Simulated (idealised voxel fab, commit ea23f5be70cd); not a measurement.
Name of the process module below: voxel capacitor over wiring
Each square cell in cross-section cut measures 5 nm, and the section as a whole is 255 nm wide.
This document writes a cross-section as a grid whose cells are square, and gives it as bands, listed from the top down; one or more rows of cells form a band. Heights first: top, then bottom, in nm. Then materials, left to right, each with a width in nm. "all across" on a single material: fills the band edge to edge. "air": empty space. All heights in this document are referenced to 0, defined as the level beneath which the wafer, as received, consists entirely of one material. The lowest band is not bounded below; it extends indefinitely downward and is written in the form "from 0 down". Per-row width for "30 to 40": begins at first number (top row of band), ends at second number (bottom row), increment between rows held constant. "nothing altered" -> step changed no cross-section cell. "Sealed voids" means: voids of 8 cells or more that are shut off from the top with no open way through. Written width x height at distance, distance from the left edge, in nm. Formally, on a step line, whatever follows the settings is a remark that the simulator itself makes on the step. Steps that use a mask can have "overlay nm" on their line. It says how far the mask sat to the right of where it was meant to be. Negative means to the left.
THE FOLLOWING LIST GIVES THE PLANNED PROCESS STEPS
1 RECEIVE, material Si
2 CONFORMAL_DEP, material SiO2, thk nm 15
3 CONFORMAL_DEP, material SiN, thk nm 5
4 DIRECTIONAL_DEP, material lowk, thk nm 15
5 PATTERN, tone open, mask id METAL_1, material resist, width nm 30, pitch nm 90, thk nm 15, overlay nm 0
6 DIRECTIONAL_ETCH, etch materials lowk, depth nm 15
7 DIRECTIONAL_ETCH, etch materials SiN, depth nm 5
8 STRIP, etch materials resist
9 CONFORMAL_DEP, material TiN, thk nm 5
10 FILL_DEP, material Ru, thk nm 10
11 CMP, height nm 35
12 CONFORMAL_DEP, material SiCN, thk nm 5
13 DIRECTIONAL_DEP, material lowk, thk nm 10
14 MASKED_ETCH, tone open, mask id PLUG_1, width nm 15, etch materials lowk, depth nm 10, overlay nm 0
15 MASKED_ETCH, tone open, mask id PLUG_1, width nm 15, etch materials SiCN, depth nm 5, overlay nm 0
16 CONFORMAL_DEP, material TiN, thk nm 5
17 FILL_DEP, material Ru, thk nm 5
18 CMP, height nm 50
19 DIRECTIONAL_DEP, material TiN, thk nm 5
20 DIRECTIONAL_DEP, material HfO2, thk nm 5
21 DIRECTIONAL_DEP, material TiN, thk nm 5
22 PATTERN, tone cover, mask id UPPER_PLATE, material resist, width nm 65, thk nm 15, overlay nm 0
23 DIRECTIONAL_ETCH, etch materials TiN, depth nm 5
24 DIRECTIONAL_ETCH, etch materials HfO2, depth nm 5
25 STRIP, etch materials resist
26 MASKED_ETCH, tone cover, mask id LOWER_PLATE, width nm 75, etch materials TiN, depth nm 5, overlay nm 0
27 FILL_DEP, material SiO2, thk nm 15
28 CMP, height nm 75
29 PATTERN, tone open, mask id PLUG_2, material resist, width nm 15, thk nm 15, overlay nm 0
30 DIRECTIONAL_ETCH, etch materials SiO2, depth nm 10
31 STRIP, etch materials resist
32 CONFORMAL_DEP, material TiN, thk nm 5
33 FILL_DEP, material Cu, thk nm 5
34 CMP, height nm 75
35 CONFORMAL_DEP, material SiCN, thk nm 5
AS-RECEIVED STATE OF THE WAFER IN CROSS-SECTION, EQUIVALENT TO POST-STEP 1
	from 0 down: Si all across
	Sealed voids: none
SAME STARTING WAFER, SAME PLAN AS ABOVE, ONE MISTAKE IN THE EXECUTION; THIS IS THE CROSS-SECTION AT THE END OF THE MODULE
	from 80 to 75: SiCN all across
	from 75 to 70: SiO2: 90  TiN: 5  Cu: 5  TiN: 5  SiO2: 150
	from 70 to 60: SiO2: 90 to 80  TiN: 15 to 65  SiO2: 150 to 110
	from 60 to 55: SiO2: 80  HfO2: 65  SiO2: 110
	from 55 to 50: SiO2: 75  TiN: 75  SiO2: 105
	from 50 to 45: lowk: 70  TiN: 5  Ru: 5  TiN: 5  lowk: 170
	from 45 to 40: lowk: 70  TiN: 15  lowk: 170
	from 40 to 35: SiCN: 80  TiN: 5  SiCN: 170
	from 35 to 20: lowk: 65  TiN: 5  Ru: 20  TiN: 5  lowk: 60  TiN: 5  Ru: 20  TiN: 5  lowk: 70
	from 20 to 15: SiN: 65  TiN: 30  SiN: 60  TiN: 30  SiN: 70
	from 15 to 0: SiO2 all across
	from 0 down: Si all across
	Sealed voids: none
It is concluded that the wafer was processed incorrectly with respect to the plan, in that the process deviated at step 14: the operation and settings actually run there were MASKED_ETCH, tone open, mask id PLUG_1, width nm 15, etch materials lowk, depth nm 10, overlay nm -10
